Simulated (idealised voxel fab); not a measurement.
The process module that follows is named voxel gate over fins.
Square cells of 5 nm make up the cross-section cut, whose width is 280 nm.
Throughout this document, each cross-section is represented as a grid of square cells and is presented as a sequence of bands enumerated from the top downward, where a band comprises one or more rows of cells. Band: top and bottom heights (nm) first, top before bottom; then materials from left to right, widths in nm. "everywhere" marks a sole material filling the band edge to edge. "empty" denotes empty space. Zero point of the height axis is 0; under it, received wafer = one material. Lowest band: continues down indefinitely, "0 -> down". Width spec "30..40" -> top row of cells at first value, bottom row at second value, equal per-row change in between. The designation "nothing got changed", where it is given for a processing step, indicates that no cell of the cross-section was altered in the course of that step. Any empty space of 8 cells or more lacking an open way to the top shows up in "Closed internal cavities" as width x height at distance, distance from the left edge, in nm. Post-settings text on a step line: simulator's own remark regarding the step. You can add "overlay nm" to a step's line. For a step with a mask, it describes how far the mask lay to the right of its planned position, and a negative number describes a lay to the left.

PLANNED STEP LIST FOR THE PROCESS
| 1 | RECEIVE (material Si) |
| 2 | CONFORMAL_DEP (material SiN; thk nm 5) |
| 3 | PATTERN (tone cover; mask id FINS; material resist; width nm 15; pitch nm 45; thk nm 20; overlay nm 0) |
| 4 | DIRECTIONAL_ETCH (etch materials SiN; depth nm 5) |
| 5 | DIRECTIONAL_ETCH (etch materials Si; depth nm 35) |
| 6 | STRIP (etch materials resist) |
| 7 | FILL_DEP (material SiO2; thk nm 15) |
| 8 | CMP (height nm 5) |
| 9 | SELECTIVE_ETCH (etch materials SiO2; depth nm 20) |
| 10 | STRIP (etch materials SiN) |
| 11 | CONFORMAL_DEP (material HfO2; thk nm 5) |
| 12 | CONFORMAL_DEP (material TiN; thk nm 5) |
| 13 | CONFORMAL_DEP (material TiAl; thk nm 5) |
| 14 | CONFORMAL_DEP (material TiN; thk nm 5) |
| 15 | FILL_DEP (material W; thk nm 10) |
| 16 | CMP (height nm 25) |
| 17 | CONFORMAL_DEP (material SiN; thk nm 10) |

FIRST OF THE TWO WAFERS, RUN PER PLAN

AS-RECEIVED WAFER CROSS-SECTION (AFTER STEP 1)
    0 -> down  Si everywhere
    Closed internal cavities: none

HOW THE WAFER STANDS IN SECTION AFTER STEP 2
    5 -> 0  SiN everywhere
    Heights below 0 show no change.

HOW THE WAFER STANDS IN SECTION AFTER STEP 3
    25 -> 5  110 of empty | 15 of resist | 30 of empty | 15 of resist | 110 of empty
    Heights below 5 show no change.

HOW THE WAFER STANDS IN SECTION AFTER STEP 4
    25 -> 5  110 of empty | 15 of resist | 30 of empty | 15 of resist | 110 of empty
    5 -> 0  110 of empty | 15 of SiN | 30 of empty | 15 of SiN | 110 of empty
    Heights below 0 show no change.

HOW THE WAFER STANDS IN SECTION AFTER STEP 5
    25 -> 5  110 of empty | 15 of resist | 30 of empty | 15 of resist | 110 of empty
    5 -> 0  110 of empty | 15 of SiN | 30 of empty | 15 of SiN | 110 of empty
    0 -> -35  110 of empty | 15 of Si | 30 of empty | 15 of Si | 110 of empty
    Heights below -35 show no change.

HOW THE WAFER STANDS IN SECTION AFTER STEP 6
    5 -> 0  110 of empty | 15 of SiN | 30 of empty | 15 of SiN | 110 of empty
    Heights below 0 show no change.

HOW THE WAFER STANDS IN SECTION AFTER STEP 7
    20 -> 5  SiO2 everywhere
    5 -> 0  110 of SiO2 | 15 of SiN | 30 of SiO2 | 15 of SiN | 110 of SiO2
    0 -> -35  110 of SiO2 | 15 of Si | 30 of SiO2 | 15 of Si | 110 of SiO2
    Heights below -35 show no change.

HOW THE WAFER STANDS IN SECTION AFTER STEP 8
    5 -> 0  110 of SiO2 | 15 of SiN | 30 of SiO2 | 15 of SiN | 110 of SiO2
    Heights below 0 show no change.

HOW THE WAFER STANDS IN SECTION AFTER STEP 9
    5 -> 0  110 of empty | 15 of SiN | 30 of empty | 15 of SiN | 110 of empty
    0 -> -15  110 of empty | 15 of Si | 30 of empty | 15 of Si | 110 of empty
    Heights below -15 show no change.

HOW THE WAFER STANDS IN SECTION AFTER STEP 10
    0 -> -15  110 of empty | 15 of Si | 30 of empty | 15 of Si | 110 of empty
    Heights below -15 show no change.

HOW THE WAFER STANDS IN SECTION AFTER STEP 11
    5 -> 0  105 of empty | 25 of HfO2 | 20 of empty | 25 of HfO2 | 105 of empty
    0 -> -10  105 of empty | 5 of HfO2 | 15 of Si | 5 of HfO2 | 20 of empty | 5 of HfO2 | 15 of Si | 5 of HfO2 | 105 of empty
    -10 -> -15  110 of HfO2 | 15 of Si | 30 of HfO2 | 15 of Si | 110 of HfO2
    Heights below -15 show no change.

HOW THE WAFER STANDS IN SECTION AFTER STEP 12
    10 -> 5  100 of empty | 35 of TiN | 10 of empty | 35 of TiN | 100 of empty
    5 -> 0  100 of empty | 5 of TiN | 25 of HfO2 | 5 of TiN | 10 of empty | 5 of TiN | 25 of HfO2 | 5 of TiN | 100 of empty
    0 -> -5  100 of empty | 5 of TiN | 5 of HfO2 | 15 of Si | 5 of HfO2 | 5 of TiN | 10 of empty | 5 of TiN | 5 of HfO2 | 15 of Si | 5 of HfO2 | 5 of TiN | 100 of empty
    -5 -> -10  105 of TiN | 5 of HfO2 | 15 of Si | 5 of HfO2 | 20 of TiN | 5 of HfO2 | 15 of Si | 5 of HfO2 | 105 of TiN
    Heights below -10 show no change.

HOW THE WAFER STANDS IN SECTION AFTER STEP 13
    15 -> 10  95 of empty | 90 of TiAl | 95 of empty
    10 -> 5  95 of empty | 5 of TiAl | 35 of TiN | 10 of TiAl | 35 of TiN | 5 of TiAl | 95 of empty
    5 -> 0  95 of empty | 5 of TiAl | 5 of TiN | 25 of HfO2 | 5 of TiN | 10 of TiAl | 5 of TiN | 25 of HfO2 | 5 of TiN | 5 of TiAl | 95 of empty
    0 -> -5  100 of TiAl | 5 of TiN | 5 of HfO2 | 15 of Si | 5 of HfO2 | 5 of TiN | 10 of TiAl | 5 of TiN | 5 of HfO2 | 15 of Si | 5 of HfO2 | 5 of TiN | 100 of TiAl
    Heights below -5 show no change.

HOW THE WAFER STANDS IN SECTION AFTER STEP 14
    20 -> 15  90 of empty | 100 of TiN | 90 of empty
    15 -> 10  90 of empty | 5 of TiN | 90 of TiAl | 5 of TiN | 90 of empty
    10 -> 5  90 of empty | 5 of TiN | 5 of TiAl | 35 of TiN | 10 of TiAl | 35 of TiN | 5 of TiAl | 5 of TiN | 90 of empty
    5 -> 0  95 of TiN | 5 of TiAl | 5 of TiN | 25 of HfO2 | 5 of TiN | 10 of TiAl | 5 of TiN | 25 of HfO2 | 5 of TiN | 5 of TiAl | 95 of TiN
    Heights below 0 show no change.

HOW THE WAFER STANDS IN SECTION AFTER STEP 15
    30 -> 20  W everywhere
    20 -> 15  90 of W | 100 of TiN | 90 of W
    15 -> 10  90 of W | 5 of TiN | 90 of TiAl | 5 of TiN | 90 of W
    10 -> 5  90 of W | 5 of TiN | 5 of TiAl | 35 of TiN | 10 of TiAl | 35 of TiN | 5 of TiAl | 5 of TiN | 90 of W
    Heights below 5 show no change.

HOW THE WAFER STANDS IN SECTION AFTER STEP 16
    25 -> 20  W everywhere
    Heights below 20 show no change.

HOW THE WAFER STANDS IN SECTION AFTER STEP 17
    35 -> 25  SiN everywhere
    Heights below 25 show no change.

COMPANION WAFER, THE SECOND OF TWO: SAME BEGINNING, SAME INTENDED SEQUENCE, ONE MISTAKE IN CARRYING IT OUT; THROUGH STEP 1 INCLUSIVE IT TRACKS THE FIRST EXACTLY

CROSS-SECTION OF THE SECOND WAFER CORRESPONDING TO THE PLANNED CONCLUSION OF STEP 2
    5 -> 0  HfO2 everywhere
    Heights below 0 show no change.

CROSS-SECTION OF THE SECOND WAFER CORRESPONDING TO THE PLANNED CONCLUSION OF STEP 3
    25 -> 5  110 of empty | 15 of resist | 30 of empty | 15 of resist | 110 of empty
    Heights below 5 show no change.

Cross-section of the second wafer corresponding to the planned conclusion of step 4: nothing got changed

Cross-section of the second wafer corresponding to the planned conclusion of step 5: nothing got changed

CROSS-SECTION OF THE SECOND WAFER CORRESPONDING TO THE PLANNED CONCLUSION OF STEP 6
    5 -> 0  HfO2 everywhere
    Heights below 0 show no change.

CROSS-SECTION OF THE SECOND WAFER CORRESPONDING TO THE PLANNED CONCLUSION OF STEP 7
    20 -> 5  SiO2 everywhere
    Heights below 5 show no change.

CROSS-SECTION OF THE SECOND WAFER CORRESPONDING TO THE PLANNED CONCLUSION OF STEP 8
    5 -> 0  HfO2 everywhere
    Heights below 0 show no change.

Cross-section of the second wafer corresponding to the planned conclusion of step 9: nothing got changed

Cross-section of the second wafer corresponding to the planned conclusion of step 10: nothing got changed

CROSS-SECTION OF THE SECOND WAFER CORRESPONDING TO THE PLANNED CONCLUSION OF STEP 11
    10 -> 0  HfO2 everywhere
    Heights below 0 show no change.

CROSS-SECTION OF THE SECOND WAFER CORRESPONDING TO THE PLANNED CONCLUSION OF STEP 12
    15 -> 10  TiN everywhere
    Heights below 10 show no change.

CROSS-SECTION OF THE SECOND WAFER CORRESPONDING TO THE PLANNED CONCLUSION OF STEP 13
    20 -> 15  TiAl everywhere
    Heights below 15 show no change.

CROSS-SECTION OF THE SECOND WAFER CORRESPONDING TO THE PLANNED CONCLUSION OF STEP 14
    25 -> 20  TiN everywhere
    Heights below 20 show no change.

CROSS-SECTION OF THE SECOND WAFER CORRESPONDING TO THE PLANNED CONCLUSION OF STEP 15
    35 -> 25  W everywhere
    Heights below 25 show no change.

CROSS-SECTION OF THE SECOND WAFER CORRESPONDING TO THE PLANNED CONCLUSION OF STEP 16
    25 -> 20  TiN everywhere
    Heights below 20 show no change.

CROSS-SECTION OF THE SECOND WAFER CORRESPONDING TO THE PLANNED CONCLUSION OF STEP 17
    35 -> 25  SiN everywhere
    Heights below 25 show no change.
Finding, execution versus plan: step 2: run off-plan, actual operation and settings CONFORMAL_DEP (material HfO2; thk nm 5)
Looking at both finished wafers in cells, the second ends up ahead of or behind the first on some materials: HfO2 +44, Si +350, SiO2 -200, TiAl -12, TiN -18, W -164
